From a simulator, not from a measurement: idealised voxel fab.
This section sets out a process module, namely voxel self aligned vias.
We display cut, a cross-section 185 nm in width whose square cells are each 5 nm.
Cross-section spec: square-cell grid; bands listed top down; each band is one or more rows.
Heights first: top, then bottom, in nm. Then materials, left to right, each with a width in nm. "full width" on a single material: fills the band edge to edge. "blank": empty space.
Where do heights start? At 0: under that level the wafer as delivered is made of one material only. And the lowest band has no floor; it just carries on downward, as in "0..down".
The notation "30 to 40" denotes a width that varies across the rows of cells in the band, beginning at the first number in the top row, finishing at the second number in the bottom row, and changing by an identical amount from each row to the next.
Where a step carries "no change occurred", the cross-section came out of it unchanged, cell for cell.
"Closed-off voids" lists enclosed empty spaces (at least 8 cells, no open path upward to the top), each as width x height at distance from the left edge, in nm.
Whatever follows a step's settings on its line is a remark the simulator itself makes about that step.
overlay nm: mask offset rightward from planned place, masked step; negative means leftward offset.

Process steps foreseen in the plan:
1,RECEIVE: material Si
2,CONFORMAL_DEP: material SiO2, thk nm 15
3,CONFORMAL_DEP: material SiCN, thk nm 5
4,DIRECTIONAL_DEP: material SiO2, thk nm 30
5,DIRECTIONAL_DEP: material aC, thk nm 10
6,PATTERN: tone open, mask id LINES, material resist, width nm 25, pitch nm 50, thk nm 25, overlay nm 0
7,DIRECTIONAL_ETCH: etch materials aC, depth nm 10
8,STRIP: etch materials resist
9,DIRECTIONAL_ETCH: etch materials SiO2, depth nm 30
10,STRIP: etch materials aC
11,CONFORMAL_DEP: material TiN, thk nm 5
12,FILL_DEP: material W, thk nm 5
13,CMP: height nm 50
14,SELECTIVE_ETCH: etch materials W Ru TiN, depth nm 5
15,FILL_DEP: material SiN, thk nm 10
16,CMP: height nm 50
17,DIRECTIONAL_DEP: material SiO2, thk nm 15
18,MASKED_ETCH: tone open, mask id VIAS, width nm 35, etch materials SiO2, depth nm 15, overlay nm 0
19,MASKED_ETCH: tone open, mask id VIAS, width nm 35, etch materials SiN, depth nm 5, overlay nm 0
20,CONFORMAL_DEP: material TiN, thk nm 5
21,FILL_DEP: material Cu, thk nm 10
22,CMP: height nm 65
23,CONFORMAL_DEP: material SiCN, thk nm 5

Here's what the wafer looked like in cross-section when it arrived - that's after step 1:
0..down  Si full width
Closed-off voids: none

First of two wafers, end-of-module section, run followed plan:
70..65  SiCN full width
65..55  50 SiO2, 5 TiN, 25 Cu, 5 TiN, 100 SiO2
55..50  50 SiO2, 10 TiN, 15 Cu, 10 TiN, 100 SiO2
50..45  55 SiO2, 25 TiN, 25 SiO2, 25 SiN, 55 SiO2
45..25  55 SiO2, 5 TiN, 15 W, 5 TiN, 25 SiO2, 5 TiN, 15 W, 5 TiN, 55 SiO2
25..20  55 SiO2, 25 TiN, 25 SiO2, 25 TiN, 55 SiO2
20..15  SiCN full width
15..0  SiO2 full width
0..down  Si full width
Closed-off voids: none

Cross-section, wafer two of two, end of module: same start and plan as wafer one, one error in execution:
70..65  SiCN full width
65..55  45 Cu, 5 TiN, 35 SiO2, 5 TiN, 95 Cu
55..50  50 TiN, 35 SiO2, 100 TiN
50..45  55 SiO2, 25 SiN, 25 SiO2, 25 SiN, 55 SiO2
45..25  55 SiO2, 5 TiN, 15 W, 5 TiN, 25 SiO2, 5 TiN, 15 W, 5 TiN, 55 SiO2
25..20  55 SiO2, 25 TiN, 25 SiO2, 25 TiN, 55 SiO2
20..15  SiCN full width
15..0  SiO2 full width
0..down  Si full width
Closed-off voids: none
Heads up, the wafer didn't run the way we planned it: step 18 ran with different settings than intended, the actual operation and settings being MASKED_ETCH: tone cover, mask id VIAS, width nm 35, etch materials SiO2, depth nm 15, overlay nm 0
Upon completion, the second wafer contains, in terms of cells, a greater or smaller amount of certain materials than the first wafer: +43 Cu, +5 SiN, -69 SiO2, +21 TiN
